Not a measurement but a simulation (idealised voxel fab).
The document below concerns the process module designated voxel trench capacitor.
Shown is cross-section cut, with a width of 185 nm and square cells of size 5 nm.
Cross-section layout: square cells on a grid; listed as bands, top to bottom; a band spans one or more cell rows. Band entry format. Leading values: height of top, height of bottom, nm. Remainder: materials in left-to-right order, each with its width in nm. Special words: "edge to edge" on a single material, which then fills the band edge to edge; "air", empty space. Beneath 0, the wafer as received is one material, and that level is where height counting begins. The lowest band goes on downward without a bottom; it is written like "z 0 and below". The notation "30..40" denotes a width that varies across the rows of cells in the band, beginning at the first number in the top row, finishing at the second number in the bottom row, and changing by an identical amount from each row to the next. Step note "nothing different" = no cross-section cell changed. "Trapped cavities" contains a list of empty spaces, each no smaller than 8 cells and without an open way to the top, written in the form width x height at distance with the distance from the left edge and all three in nm. That trailing text on a step's line, after the settings, is the simulator's own remark on the step. On any step carrying a mask, the "overlay nm" setting, if present on the step's line, tells how far right of its planned place the mask lay; negative values point to the left.
Set out below are the planned steps of the process
1,op RECEIVE | material Si
2,op CONFORMAL_DEP | material SiN | thk nm 10
3,op PATTERN | tone open | mask id TRENCH | material resist | width nm 15 | pitch nm 40 | thk nm 15 | overlay nm 0
4,op DIRECTIONAL_ETCH | etch materials SiN | depth nm 10
5,op DIRECTIONAL_ETCH | etch materials Si | depth nm 30
6,op STRIP | etch materials resist
7,op CONFORMAL_DEP | material Al2O3 | thk nm 5
8,op FILL_DEP | material polySi | thk nm 5
9,op CMP | height nm 10
Shown in cross-section is the wafer as received, that is, as it stands after step 1
	z 0 and below  Si edge to edge
	Trapped cavities: none
The cross-section shown corresponds to the wafer at the conclusion of the module. The initial structure and the process plan are those presented above; however, one mistake occurred in executing the plan
	z 10 to 0  SiN (25); Al2O3 (5); polySi (10); Al2O3 (5); SiN (20); Al2O3 (5); polySi (10); Al2O3 (5); SiN (20); Al2O3 (5); polySi (10); Al2O3 (5); SiN (20); Al2O3 (5); polySi (10); Al2O3 (5); SiN (20)
	z 0 to -25  Si (25); Al2O3 (5); polySi (10); Al2O3 (5); Si (20); Al2O3 (5); polySi (10); Al2O3 (5); Si (20); Al2O3 (5); polySi (10); Al2O3 (5); Si (20); Al2O3 (5); polySi (10); Al2O3 (5); Si (20)
	z -25 to -30  Si (25); Al2O3 (20); Si (20); Al2O3 (20); Si (20); Al2O3 (20); Si (20); Al2O3 (20); Si (20)
	z -30 and below  Si edge to edge
	Trapped cavities: none
What was the processing mistake? contrary to plan, step 3 was performed as op PATTERN | tone open | mask id TRENCH | material resist | width nm 20 | pitch nm 40 | thk nm 15 | overlay nm 0
